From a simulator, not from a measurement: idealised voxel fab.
Process module heading - voxel double patterning
Square cell edge 5 nm, section width 255 nm, ID cut.
Cross-section format: a grid of square cells, given as bands from top to bottom; each band is one or more rows of cells.
Band: top height; bottom height; in nm. Then, left to right: material with width in nm, for each material. "full width": a single material spanning edge to edge. "blank": empty space.
The level at which height equals 0 is the one under which the wafer, as it arrives, is entirely one material. No lower edge exists for the bottom band, which continues downward and is notated as in "0..down".
It should be noted that a width expressed as "30..40" varies in equal increments from row to row of cells within the band, taking the value of the first number at the top row and that of the second number at the bottom row.
Take "same as before" at face value: in the step it is given for, the cross-section changed in none of its cells.
Empty spaces counting at least 8 cells and having no open way to the top are listed in "Sealed internal voids". The notation width x height at distance is used for each, the distance being from the left edge and all three values in nm.
Note: text after step settings on the step line = simulator remark on that step.
Regarding "overlay nm": on a step with a mask, it is the distance the mask lay to the right of its planned place; a negative value places it to the left.

### The planned process steps are enumerated hereunder
| 1 | RECEIVE,material Si |
| 2 | CONFORMAL_DEP,material SiO2,thk nm 10 |
| 3 | DIRECTIONAL_DEP,material polySi,thk nm 15 |
| 4 | DIRECTIONAL_DEP,material SiCN,thk nm 5 |
| 5 | PATTERN,tone open,mask id FIRST,material resist,width nm 15,pitch nm 50,thk nm 15,overlay nm 0 |
| 6 | DIRECTIONAL_ETCH,etch materials SiCN,depth nm 5 |
| 7 | STRIP,etch materials resist |
| 8 | MASKED_ETCH,tone open,mask id SECOND,width nm 15,etch materials SiCN,depth nm 5,overlay nm 0 |
| 9 | DIRECTIONAL_ETCH,etch materials polySi,depth nm 15 |
| 10 | STRIP,etch materials SiCN |

### Wafer cross-section on receipt, i.e. after step 1
  0..down | Si full width
  Sealed internal voids: none

### Wafer cross-section at end of module: start and plan as shown above, one execution error
  25..10 | polySi 105 nm | blank 30 nm | polySi 20 nm | blank 15 nm | polySi 85 nm
  10..0 | SiO2 full width
  0..down | Si full width
  Sealed internal voids: none
So what did we get wrong on this run? step 5 deviated from plan and actually ran as PATTERN,tone open,mask id FIRST,material resist,width nm 15,pitch nm 50,thk nm 15,overlay nm 10
